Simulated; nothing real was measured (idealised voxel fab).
The document below concerns the process module designated voxel ribs on slabs.
The cross-section shown here is cut; it is 280 nm wide and divided into square cells measuring 5 nm on a side.
We lay out every cross-section as a grid of square cells and spell it out in bands from the top down, where one band means one or more rows of cells.
Each band's line starts with the height of the band's top and of its bottom, in nm. Then come its materials from left to right, each with its width in nm. One material with "edge to edge" fills the band from edge to edge. "blank" is empty space.
Beneath 0, the wafer as received is one material, and that level is where height counting begins. The lowest band goes on downward without a bottom; it is written like "0 and below".
You'd read "30 to 40" like this: the band's top row of cells is as wide as the first number, its bottom row is as wide as the second, and going down, every row changes width by the same amount as the row before did.
Given "all unchanged" for a step, no cell of the cross-section differs between before and after that step.
"Non-vented voids" specifies each empty space that is not open to the top and that occupies no fewer than 8 cells, using the form width x height at distance, the distance measured from the left edge and all three quantities in nm.
Read whatever lies past the settings on a step's line as the simulator's own remark about the step.
What "overlay nm" on a step's line means: if the step has a mask, that mask lay this far to the right of its planned place, or, when the value is negative, to the left.
**Process steps - plan**
1. RECEIVE (material Si)
2. DIRECTIONAL_DEP (material SiO2; thk nm 20)
3. DIRECTIONAL_DEP (material SiN; thk nm 15)
4. PATTERN (tone cover; mask id RIB; material resist; width nm 15; thk nm 15; overlay nm 0)
5. DIRECTIONAL_ETCH (etch materials SiN; depth nm 5)
6. STRIP (etch materials resist)
7. DIRECTIONAL_DEP (material aC; thk nm 10)
8. PATTERN (tone cover; mask id SLAB; material resist; width nm 65; thk nm 25; overlay nm 0)
9. DIRECTIONAL_ETCH (etch materials aC; depth nm 10)
10. STRIP (etch materials resist)
11. DIRECTIONAL_ETCH (etch materials SiN; depth nm 10)
12. STRIP (etch materials aC)
13. FILL_DEP (material SiO2; thk nm 15)
14. CMP (height nm 45)
15. DIRECTIONAL_DEP (material W; thk nm 5)
16. PATTERN (tone cover; mask id HEATER; material resist; width nm 25; thk nm 20; overlay nm 0)
17. DIRECTIONAL_ETCH (etch materials W; depth nm 5)
18. STRIP (etch materials resist)
19. CONFORMAL_DEP (material SiO2; thk nm 5)
**Cross-section: wafer on arrival = after step 1**
- 0 and below: Si edge to edge
- Non-vented voids: none
**Cross-section taken at module completion on the first of two wafers; processed per the plan**
- 55 down to 50: blank 120 nm, then SiO2 35 nm, then blank 125 nm
- 50 down to 45: SiO2 125 nm, then W 25 nm, then SiO2 130 nm
- 45 down to 35: SiO2 edge to edge
- 35 down to 30: SiO2 130 nm, then SiN 15 nm, then SiO2 135 nm
- 30 down to 20: SiO2 105 nm, then SiN 65 nm, then SiO2 110 nm
- 20 down to 0: SiO2 edge to edge
- 0 and below: Si edge to edge
- Non-vented voids: none
**Cross-section, wafer two of two, end of module: same start and plan as wafer one, one error in execution**
- 55 down to 50: blank 120 nm, then SiO2 40 nm, then blank 120 nm
- 50 down to 45: SiO2 125 nm, then W 30 nm, then SiO2 125 nm
- 45 down to 35: SiO2 edge to edge
- 35 down to 30: SiO2 130 nm, then SiN 15 nm, then SiO2 135 nm
- 30 down to 20: SiO2 105 nm, then SiN 65 nm, then SiO2 110 nm
- 20 down to 0: SiO2 edge to edge
- 0 and below: Si edge to edge
- Non-vented voids: none
Finding, execution versus plan: rather than as planned, step 16 actually ran as PATTERN (tone cover; mask id HEATER; material resist; width nm 30; thk nm 20; overlay nm 0)
End check, counted in cells, second wafer has more or fewer of these materials than the first: 1 more of W
